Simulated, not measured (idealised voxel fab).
Process module, titled voxel spacer lines
In the cross-section labelled cut, the width is 260 nm and each square cell is 5 nm.
This document writes a cross-section as a grid whose cells are square, and gives it as bands, listed from the top down; one or more rows of cells form a band.
The band entry comprises the height of the band's top followed by the height of its bottom, expressed in nm, and subsequently the band's materials from left to right, each stated together with its width in nm. Where a single material is marked with the word "throughout", that material fills the band from edge to edge. The word "empty" represents empty space.
A quick word on heights: they are counted from 0, and under that level the wafer as it came to us is one material throughout. The lowest band is different from the rest in having no bottom; it simply continues downward, written as in "top 0, no bottom".
With a width like "30..40", each row of cells in the band differs from the next by the same amount, the top row carrying the first number and the bottom row the second.
Step marked "stayed the same"? Then no cell in the cross-section changed in it.
Enclosed voids (no open way to top), threshold 8 cells or more, entry "Unvented cavities", notation width x height at distance, distance from left edge, nm.
Read whatever lies past the settings on a step's line as the simulator's own remark about the step.
overlay nm, on a step with a mask: how far to the right of its planned place the mask lay; to the left if negative

Plan
- 1: RECEIVE [material Si]
- 2: CONFORMAL_DEP [material Al2O3] [thk nm 5]
- 3: DIRECTIONAL_DEP [material SiN] [thk nm 15]
- 4: DIRECTIONAL_DEP [material aC] [thk nm 25]
- 5: PATTERN [tone cover] [mask id MANDREL] [material resist] [width nm 20] [pitch nm 60] [thk nm 35] [overlay nm 0]
- 6: DIRECTIONAL_ETCH [etch materials aC] [depth nm 25]
- 7: STRIP [etch materials resist]
- 8: CONFORMAL_DEP [material SiO2] [thk nm 10]
- 9: DIRECTIONAL_ETCH [etch materials SiO2] [depth nm 10]
- 10: STRIP [etch materials aC]
- 11: DIRECTIONAL_ETCH [etch materials SiN] [depth nm 15]
- 12: STRIP [etch materials SiO2]

Of two wafers, the first: run according to plan

Shown in cross-section is the wafer as received, that is, as it stands after step 1
  top 0, no bottom  Si throughout
  Unvented cavities: none

Wafer section view after processing step 2
  top 5, bottom 0  Al2O3 throughout
  Rest of section, below 0: as before.

Wafer section view after processing step 3
  top 20, bottom 5  SiN throughout
  Rest of section, below 5: as before.

Wafer section view after processing step 4
  top 45, bottom 20  aC throughout
  Rest of section, below 20: as before.

Wafer section view after processing step 5
  top 80, bottom 45  empty (90), resist (20), empty (40), resist (20), empty (90)
  Rest of section, below 45: as before.

Wafer section view after processing step 6
  top 55, bottom 45  empty (90), resist (20), empty (40), resist (20), empty (90)
  top 45, bottom 20  empty (90), aC (20), empty (40), aC (20), empty (90)
  Rest of section, below 20: as before.

Wafer section view after processing step 7
  top 45, bottom 20  empty (90), aC (20), empty (40), aC (20), empty (90)
  Rest of section, below 20: as before.

Wafer section view after processing step 8
  top 55, bottom 45  empty (80), SiO2 (40), empty (20), SiO2 (40), empty (80)
  top 45, bottom 30  empty (80), SiO2 (10), aC (20), SiO2 (10), empty (20), SiO2 (10), aC (20), SiO2 (10), empty (80)
  top 30, bottom 20  SiO2 (90), aC (20), SiO2 (40), aC (20), SiO2 (90)
  Rest of section, below 20: as before.

Wafer section view after processing step 9
  top 45, bottom 20  empty (80), SiO2 (10), aC (20), SiO2 (10), empty (20), SiO2 (10), aC (20), SiO2 (10), empty (80)
  Rest of section, below 20: as before.

Wafer section view after processing step 10
  top 45, bottom 20  empty (80), SiO2 (10), empty (20), SiO2 (10), empty (20), SiO2 (10), empty (20), SiO2 (10), empty (80)
  Rest of section, below 20: as before.

Wafer section view after processing step 11
  top 45, bottom 20  empty (80), SiO2 (10), empty (20), SiO2 (10), empty (20), SiO2 (10), empty (20), SiO2 (10), empty (80)
  top 20, bottom 5  empty (80), SiN (10), empty (20), SiN (10), empty (20), SiN (10), empty (20), SiN (10), empty (80)
  Rest of section, below 5: as before.

Wafer section view after processing step 12
  top 20, bottom 5  empty (80), SiN (10), empty (20), SiN (10), empty (20), SiN (10), empty (20), SiN (10), empty (80)
  Rest of section, below 5: as before.

Okay, second wafer. Nothing different at the start, nothing different in the plan, just one mistake somewhere in the running. As far as step 2, counting that step, it's the first wafer all over again

Second wafer at the planned finish of step 3, seen in cross-section
  top 30, bottom 5  aC throughout
  Rest of section, below 5: as before.

Second wafer at the planned finish of step 4, seen in cross-section
  top 45, bottom 30  SiN throughout
  Rest of section, below 30: as before.

Second wafer at the planned finish of step 5, seen in cross-section
  top 80, bottom 45  empty (90), resist (20), empty (40), resist (20), empty (90)
  Rest of section, below 45: as before.

Second wafer at the planned finish of step 6, seen in cross-section
  top 55, bottom 45  empty (90), resist (20), empty (40), resist (20), empty (90)
  Rest of section, below 45: as before.

Second wafer at the planned finish of step 7, seen in cross-section
  top 45, bottom 30  SiN throughout
  Rest of section, below 30: as before.

Second wafer at the planned finish of step 8, seen in cross-section
  top 55, bottom 45  SiO2 throughout
  Rest of section, below 45: as before.

Second wafer at the planned finish of step 9, seen in cross-section
  top 45, bottom 30  SiN throughout
  Rest of section, below 30: as before.

Second wafer at the planned finish of step 10, seen in cross-section: stayed the same

Second wafer at the planned finish of step 11, seen in cross-section
  top 30, bottom 5  aC throughout
  Rest of section, below 5: as before.

Second wafer at the planned finish of step 12, seen in cross-section: stayed the same
what went wrong: note: step 3 <-> step 4, run order reversed vs plan
In the final state, the cell counts of the second wafer exceed or fall short of those of the first for the following materials: 24 fewer of SiN, 260 more of aC
